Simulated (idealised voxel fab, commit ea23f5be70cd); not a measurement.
This section sets out a process module, namely voxel spacer lines.
FYI the section here is cut, 175 nm wide, cells are 5 nm squares.
Cross-sections here: square-cell grids, written as top-down lists of bands, a band being one or more rows of cells.
For a band, the entry starts with two heights in nm, that of the top and then that of the bottom, and carries on with the band's materials in order from left to right, each alongside its width in nm; the word "throughout" beside a single material means it fills the band edge to edge, and "blank" means empty space.
It should be noted that heights are counted from 0, beneath which the wafer as supplied is of one material throughout, and that the lowest band possesses no lower boundary but continues downward, as written in "0 down".
So if you see something like "30 to 40" for the width, read it as the top row of the band sitting at the first number and the bottom row at the second, with every row in between moving by the same amount as the last.
It should be understood that the words "nothing got changed", when stated for a given step, signify that the cross-section underwent no change in any of its cells during that step.
"Closed void table": sealed empty spaces, 8 cells or more, no open way to top, listed width x height at distance, with distance from the left edge and width, height and distance in nm.
Post-settings text on a step line: simulator's own remark regarding the step.
You can add "overlay nm" to a step's line. For a step with a mask, it describes how far the mask lay to the right of its planned position, and a negative number describes a lay to the left.
[Planned step list for the process]
1. RECEIVE with material Si
2. CONFORMAL_DEP with material Al2O3, thk nm 5
3. DIRECTIONAL_DEP with material W, thk nm 15
4. DIRECTIONAL_DEP with material aC, thk nm 30
5. PATTERN with tone cover, mask id MANDREL, material resist, width nm 20, pitch nm 70, thk nm 35, overlay nm 0
6. DIRECTIONAL_ETCH with etch materials aC, depth nm 30
7. STRIP with etch materials resist
8. CONFORMAL_DEP with material SiN, thk nm 15
9. DIRECTIONAL_ETCH with etch materials SiN, depth nm 15
10. STRIP with etch materials aC
11. DIRECTIONAL_ETCH with etch materials W, depth nm 15
12. STRIP with etch materials SiN
13. FILL_DEP with material SiO2, thk nm 5
14. CMP with height nm 20
[Wafer as received: cross-section following step 1]
0 down = Si throughout
Closed void table: none
[Here's the cross-section of the first of our two wafers at the end of the module - it ran as planned]
20 to 5 = 25 SiO2 | 15 W | 20 SiO2 | 15 W | 20 SiO2 | 15 W | 20 SiO2 | 15 W | 30 SiO2
5 to 0 = Al2O3 throughout
0 down = Si throughout
Closed void table: none
[Here is the second of the two wafers cut open at the end of the module - same start, same plan as the first one, but we made one mistake running it]
20 to 5 = 30 SiO2 | 15 W | 20 SiO2 | 15 W | 20 SiO2 | 15 W | 20 SiO2 | 15 W | 25 SiO2
5 to 0 = Al2O3 throughout
0 down = Si throughout
Closed void table: none
It is concluded that the wafer was processed incorrectly with respect to the plan, in that step 5 ran differently from the plan; actual operation with settings: PATTERN with tone cover, mask id MANDREL, material resist, width nm 20, pitch nm 70, thk nm 35, overlay nm 5
Final wafers compared: equal cell tally per material, rearranged layout.
